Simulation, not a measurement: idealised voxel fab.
Process module, titled voxel capacitor over wiring
cross-section cut | 145 nm wide | cells 5 nm
Just so we're on the same page, the cross-sections are grids of square cells, and they're listed out in bands top to bottom, each band one or more rows deep. Per band: top height and bottom height in nm, followed by the left-to-right materials and their widths in nm; "full width" marks a single material spanning edge to edge, "air" marks empty space. We count height from 0. Below that, the starting wafer is all one material. The lowest band never ends at the bottom but goes on down; see "0 and below" for how that is written. A width such as "30 to 40" changes by the same amount from each row of cells to the next, from the band's top row to its bottom row. Reading "same as before" for a step: not a cell of the cross-section changed in it. So "Closed void inventory" is basically the list of trapped voids: any empty space of 8 cells or more that can't reach the top through an opening. They're written width x height at distance, the distance being from the left edge, and it's all nm. Whatever follows a step's settings on its line is a remark the simulator itself makes about that step. overlay nm: mask offset rightward from planned place, masked step; negative means leftward offset.
PLAN
1 op RECEIVE | material Si
2 op CONFORMAL_DEP | material SiO2 | thk nm 15
3 op CONFORMAL_DEP | material SiN | thk nm 5
4 op DIRECTIONAL_DEP | material SiO2 | thk nm 20
5 op DIRECTIONAL_DEP | material aC | thk nm 10
6 op PATTERN | tone open | mask id METAL_1 | material resist | width nm 15 | pitch nm 90 | thk nm 30 | overlay nm 0
7 op DIRECTIONAL_ETCH | etch materials aC | depth nm 10
8 op STRIP | etch materials resist
9 op DIRECTIONAL_ETCH | etch materials SiO2 | depth nm 20
10 op DIRECTIONAL_ETCH | etch materials SiN | depth nm 5
11 op STRIP | etch materials aC
12 op CONFORMAL_DEP | material TiN | thk nm 5
13 op FILL_DEP | material Cu | thk nm 10
14 op CMP | height nm 40
15 op CONFORMAL_DEP | material SiCN | thk nm 5
16 op DIRECTIONAL_DEP | material lowk | thk nm 15
17 op DIRECTIONAL_DEP | material aC | thk nm 15
18 op PATTERN | tone open | mask id PLUG_1 | material resist | width nm 15 | thk nm 35 | overlay nm 0
19 op DIRECTIONAL_ETCH | etch materials aC | depth nm 15
20 op STRIP | etch materials resist
21 op DIRECTIONAL_ETCH | etch materials lowk | depth nm 15
22 op DIRECTIONAL_ETCH | etch materials SiCN | depth nm 5
23 op STRIP | etch materials aC
24 op CONFORMAL_DEP | material TiN | thk nm 5
25 op FILL_DEP | material Cu | thk nm 5
26 op CMP | height nm 60
27 op DIRECTIONAL_DEP | material TiN | thk nm 5
28 op DIRECTIONAL_DEP | material SiN | thk nm 5
29 op DIRECTIONAL_DEP | material TiN | thk nm 5
30 op DIRECTIONAL_DEP | material aC | thk nm 10
31 op PATTERN | tone cover | mask id UPPER_PLATE | material resist | width nm 75 | thk nm 30 | overlay nm 0
32 op DIRECTIONAL_ETCH | etch materials aC | depth nm 10
33 op STRIP | etch materials resist
34 op DIRECTIONAL_ETCH | etch materials TiN | depth nm 5
35 op DIRECTIONAL_ETCH | etch materials SiN | depth nm 5
36 op STRIP | etch materials aC
37 op PATTERN | tone cover | mask id LOWER_PLATE | material resist | width nm 85 | thk nm 15 | overlay nm 0
38 op DIRECTIONAL_ETCH | etch materials TiN | depth nm 5
39 op STRIP | etch materials resist
40 op FILL_DEP | material SiO2 | thk nm 20
41 op CMP | height nm 90
42 op PATTERN | tone open | mask id PLUG_2 | material resist | width nm 15 | thk nm 15 | overlay nm 0
43 op DIRECTIONAL_ETCH | etch materials SiO2 | depth nm 15
44 op STRIP | etch materials resist
45 op CONFORMAL_DEP | material TiN | thk nm 5
46 op FILL_DEP | material Ru | thk nm 10
47 op CMP | height nm 90
48 op CONFORMAL_DEP | material SiN | thk nm 5
The value of width nm given for step 6 in the plan refers to the first wafer; the wafers vary in this setting and are alike at the start.
INCOMING STATE OF THE FIRST OF SEVERAL WAFERS IN CROSS-SECTION: AFTER STEP 1
	0 and below | Si full width
	Closed void inventory: none
SHOWN IN CROSS-SECTION: THE FIRST OF SEVERAL WAFERS AT THE END OF THE MODULE, AFTER ITS LAST STEP, STEP 48
	95 down to 90 | SiN full width
	90 down to 80 | 30 of SiO2, 5 of TiN, 5 of Ru, 5 of TiN, 100 of SiO2
	80 down to 70 | 30 to 20 of SiO2, 15 to 75 of TiN, 100 to 50 of SiO2
	70 down to 65 | 20 of SiO2, 75 of SiN, 50 of SiO2
	65 down to 60 | 15 of SiO2, 85 of TiN, 45 of SiO2
	60 down to 45 | 20 of lowk, 5 of TiN, 5 of Cu, 5 of TiN, 110 of lowk
	45 down to 40 | 20 of SiCN, 15 of TiN, 110 of SiCN
	40 down to 20 | 20 of SiO2, 5 of TiN, 5 of Cu, 5 of TiN, 75 of SiO2, 5 of TiN, 5 of Cu, 5 of TiN, 20 of SiO2
	20 down to 15 | 20 of SiN, 15 of TiN, 75 of SiN, 15 of TiN, 20 of SiN
	15 down to 0 | SiO2 full width
	0 and below | Si full width
	Closed void inventory: none
SO THIS IS THE CROSS-SECTION ON THE LAST WAFER AT THE END OF THE MODULE
	95 down to 90 | SiN full width
	90 down to 80 | 30 of SiO2, 5 of TiN, 5 of Ru, 5 of TiN, 100 of SiO2
	80 down to 70 | 30 to 20 of SiO2, 15 to 75 of TiN, 100 to 50 of SiO2
	70 down to 65 | 20 of SiO2, 75 of SiN, 50 of SiO2
	65 down to 60 | 15 of SiO2, 85 of TiN, 45 of SiO2
	60 down to 45 | 20 of lowk, 5 of TiN, 5 of Cu, 5 of TiN, 110 of lowk
	45 down to 40 | 20 of SiCN, 15 of TiN, 110 of SiCN
	40 down to 20 | 15 of SiO2, 5 of TiN, 15 of Cu, 5 of TiN, 65 of SiO2, 5 of TiN, 15 of Cu, 5 of TiN, 15 of SiO2
	20 down to 15 | 15 of SiN, 25 of TiN, 65 of SiN, 25 of TiN, 15 of SiN
	15 down to 0 | SiO2 full width
	0 and below | Si full width
	Closed void inventory: none
EACH WAFER AT THE END: CELLS OF EACH MATERIAL GAINED (+) OR LOST (-) SINCE IT WAS RECEIVED, THEN ITS CLOSED VOIDS
width nm 15 | +11 Cu | +2 Ru | +26 SiCN | +67 SiN | +297 SiO2 | +70 TiN | +78 lowk | Closed void inventory: none
width nm 20 | +19 Cu | +2 Ru | +26 SiCN | +65 SiN | +289 SiO2 | +72 TiN | +78 lowk | Closed void inventory: none
width nm 25 | +27 Cu | +2 Ru | +26 SiCN | +63 SiN | +281 SiO2 | +74 TiN | +78 lowk | Closed void inventory: none
